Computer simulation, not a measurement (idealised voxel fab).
Herein follows the process module entitled voxel self aligned vias.
In the cross-section labelled cut, the width is 225 nm and each square cell is 5 nm.
Cross-sections here: square-cell grids, written as top-down lists of bands, a band being one or more rows of cells. What a band's entry tells you: where the top is and where the bottom is, as heights in nm, and after that what lies inside, material by material from left to right, each with its width in nm. Empty space is written as the word "air", and a single material marked with the word "edge to edge" occupies the band from edge to edge. Heights from 0 (as-received wafer is one material below). Bottom band endless downward, as "0 and below". A width such as "30->40" changes by the same amount from each row of cells to the next, from the band's top row to its bottom row. "remained unchanged" means the step left every cell of the cross-section as it was. Heads up: "Unvented internal voids" only lists the empty pockets with no open path to the top that are 8 cells or more, and it writes them as width x height at distance, distance from the left edge, in nm. Formally, on a step line, whatever follows the settings is a remark that the simulator itself makes on the step. overlay nm: mask offset rightward from planned place, masked step; negative means leftward offset.

Here's what the planned process steps look like:
1: RECEIVE: material Si
2: CONFORMAL_DEP: material SiO2, thk nm 15
3: CONFORMAL_DEP: material SiCN, thk nm 5
4: DIRECTIONAL_DEP: material lowk, thk nm 20
5: PATTERN: tone open, mask id LINES, material resist, width nm 20, pitch nm 65, thk nm 15, overlay nm 0
6: DIRECTIONAL_ETCH: etch materials lowk, depth nm 20
7: STRIP: etch materials resist
8: CONFORMAL_DEP: material TiN, thk nm 5
9: FILL_DEP: material Ru, thk nm 5
10: CMP: height nm 40
11: SELECTIVE_ETCH: etch materials W Ru TiN, depth nm 5
12: FILL_DEP: material SiN, thk nm 10
13: CMP: height nm 40
14: DIRECTIONAL_DEP: material lowk, thk nm 15
15: DIRECTIONAL_DEP: material aC, thk nm 15
16: PATTERN: tone open, mask id VIAS, material resist, width nm 30, pitch nm 65, thk nm 35, overlay nm 0
17: DIRECTIONAL_ETCH: etch materials aC, depth nm 15
18: STRIP: etch materials resist
19: DIRECTIONAL_ETCH: etch materials lowk, depth nm 15
20: DIRECTIONAL_ETCH: etch materials SiN, depth nm 5
21: STRIP: etch materials aC
22: CONFORMAL_DEP: material TiN, thk nm 5
23: FILL_DEP: material W, thk nm 5
24: CMP: height nm 55
25: CONFORMAL_DEP: material SiCN, thk nm 5
The value of width nm given for step 16 in the plan refers to the first wafer; the wafers vary in this setting and are alike at the start.

So this is the first of several wafers, cross-sectioned as it came to us, meaning it's at the end of step 1:
> 0 and below: Si edge to edge
> Unvented internal voids: none

Note: the following table is arranged by wafer, a row apiece. Each row reports the end-of-module state: per material, cells gained (+) or cells lost (-) compared with the wafer as received; closed voids follow:
width nm 30; +12 Ru; +90 SiCN; +135 SiO2; +60 TiN; +30 W; +213 lowk; Unvented internal voids: none
width nm 35; +12 Ru; +90 SiCN; +135 SiO2; +63 TiN; +36 W; +204 lowk; Unvented internal voids: none
width nm 40; +12 Ru; +90 SiCN; +135 SiO2; +66 TiN; +42 W; +195 lowk; Unvented internal voids: none
width nm 45; +12 Ru; +90 SiCN; +135 SiO2; +69 TiN; +48 W; +186 lowk; Unvented internal voids: none
width nm 50; +12 Ru; +90 SiCN; +135 SiO2; +72 TiN; +54 W; +177 lowk; Unvented internal voids: none
